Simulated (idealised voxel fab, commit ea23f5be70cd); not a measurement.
Name of the process module below: voxel capacitor over wiring
Pictured: cross-section cut, 180 nm wide, on a grid of 5 nm square cells.
Cross-section layout: square cells on a grid; listed as bands, top to bottom; a band spans one or more cell rows.
It is stipulated that each band's entry specify, in nanometres, the height of the top of the band and then that of its bottom, followed by the materials of the band in left-to-right sequence, each together with its width in nanometres. A single material marked by the word "full width" is understood to fill the band from edge to edge; the word "blank" is understood to denote empty space.
The level at which height equals 0 is the one under which the wafer, as it arrives, is entirely one material. No lower edge exists for the bottom band, which continues downward and is notated as in "0 down".
You'd read "30 to 40" like this: the band's top row of cells is as wide as the first number, its bottom row is as wide as the second, and going down, every row changes width by the same amount as the row before did.
Step marked "same as before"? Then no cell in the cross-section changed in it.
Each empty space that has no open way to the top and spans at least 8 cells appears under "Voids, sealed" as width x height at distance, the distance counted from the left edge, all in nm.
Heads up: the bit after the settings on a step's line is the simulator's remark on that step.
"overlay nm" answers the question of how far to the right of plan the mask lay on a step that has a mask, and when it is negative the answer is to the left.
[The planned process steps are enumerated hereunder]
1: RECEIVE: material Si
2: CONFORMAL_DEP: material SiO2, thk nm 10
3: DIRECTIONAL_DEP: material TiN, thk nm 5
4: DIRECTIONAL_DEP: material W, thk nm 15
5: PATTERN: tone cover, mask id METAL_1, material resist, width nm 25, pitch nm 75, thk nm 15, overlay nm 0
6: DIRECTIONAL_ETCH: etch materials W, depth nm 15
7: DIRECTIONAL_ETCH: etch materials TiN, depth nm 5
8: STRIP: etch materials resist
9: FILL_DEP: material lowk, thk nm 5
10: CMP: height nm 30
11: CONFORMAL_DEP: material SiCN, thk nm 5
12: DIRECTIONAL_DEP: material lowk, thk nm 20
13: PATTERN: tone open, mask id PLUG_1, material resist, width nm 15, thk nm 15, overlay nm 0
14: DIRECTIONAL_ETCH: etch materials lowk, depth nm 10
15: DIRECTIONAL_ETCH: etch materials SiCN, depth nm 5
16: STRIP: etch materials resist
17: EPI: material Ru, thk nm 10
18: EPI: material Ru, thk nm 10
19: EPI: material Ru, thk nm 5
20: DIRECTIONAL_DEP: material TiN, thk nm 10
21: DIRECTIONAL_DEP: material Al2O3, thk nm 5
22: DIRECTIONAL_DEP: material TiN, thk nm 5
23: DIRECTIONAL_DEP: material aC, thk nm 15
24: PATTERN: tone cover, mask id UPPER_PLATE, material resist, width nm 55, thk nm 35, overlay nm 0
25: DIRECTIONAL_ETCH: etch materials aC, depth nm 15
26: STRIP: etch materials resist
27: DIRECTIONAL_ETCH: etch materials TiN, depth nm 5
28: DIRECTIONAL_ETCH: etch materials Al2O3, depth nm 5
29: STRIP: etch materials aC
30: PATTERN: tone cover, mask id LOWER_PLATE, material resist, width nm 65, thk nm 20, overlay nm 0
31: DIRECTIONAL_ETCH: etch materials TiN, depth nm 10
32: STRIP: etch materials resist
33: FILL_DEP: material SiO2, thk nm 20
34: CMP: height nm 90
35: PATTERN: tone open, mask id PLUG_2, material resist, width nm 15, thk nm 20, overlay nm 0
36: DIRECTIONAL_ETCH: etch materials SiO2, depth nm 15
37: STRIP: etch materials resist
38: CONFORMAL_DEP: material TiN, thk nm 5
39: FILL_DEP: material W, thk nm 10
40: CMP: height nm 90
41: CONFORMAL_DEP: material SiN, thk nm 5
Where the wafers of this document differ is in the depth nm of step 14; they start out the same, and the plan states the value that applied to the first wafer.
[Step 1 complete: as-received cross-section of the first of several wafers]
> 0 down: Si full width
> Voids, sealed: none
[Quick key for the table: a row per wafer, taken at the end of the module. For each material it tells you how many cells the wafer gained (+) or lost (-) since it came in, and the closed voids come after]
depth nm 10, +11 Al2O3, +36 SiCN, +36 SiN, +273 SiO2, +54 TiN, +32 W, +242 lowk, Voids, sealed: none
depth nm 15, +11 Al2O3, +36 SiCN, +36 SiN, +276 SiO2, +54 TiN, +32 W, +239 lowk, Voids, sealed: none
depth nm 20, +11 Al2O3, +15 Ru, +33 SiCN, +36 SiN, +267 SiO2, +54 TiN, +32 W, +236 lowk, Voids, sealed: none
depth nm 25, +11 Al2O3, +15 Ru, +33 SiCN, +36 SiN, +267 SiO2, +54 TiN, +32 W, +236 lowk, Voids, sealed: none
depth nm 30, +11 Al2O3, +15 Ru, +33 SiCN, +36 SiN, +267 SiO2, +54 TiN, +32 W, +236 lowk, Voids, sealed: none
depth nm 35, +11 Al2O3, +15 Ru, +33 SiCN, +36 SiN, +267 SiO2, +54 TiN, +32 W, +236 lowk, Voids, sealed: none
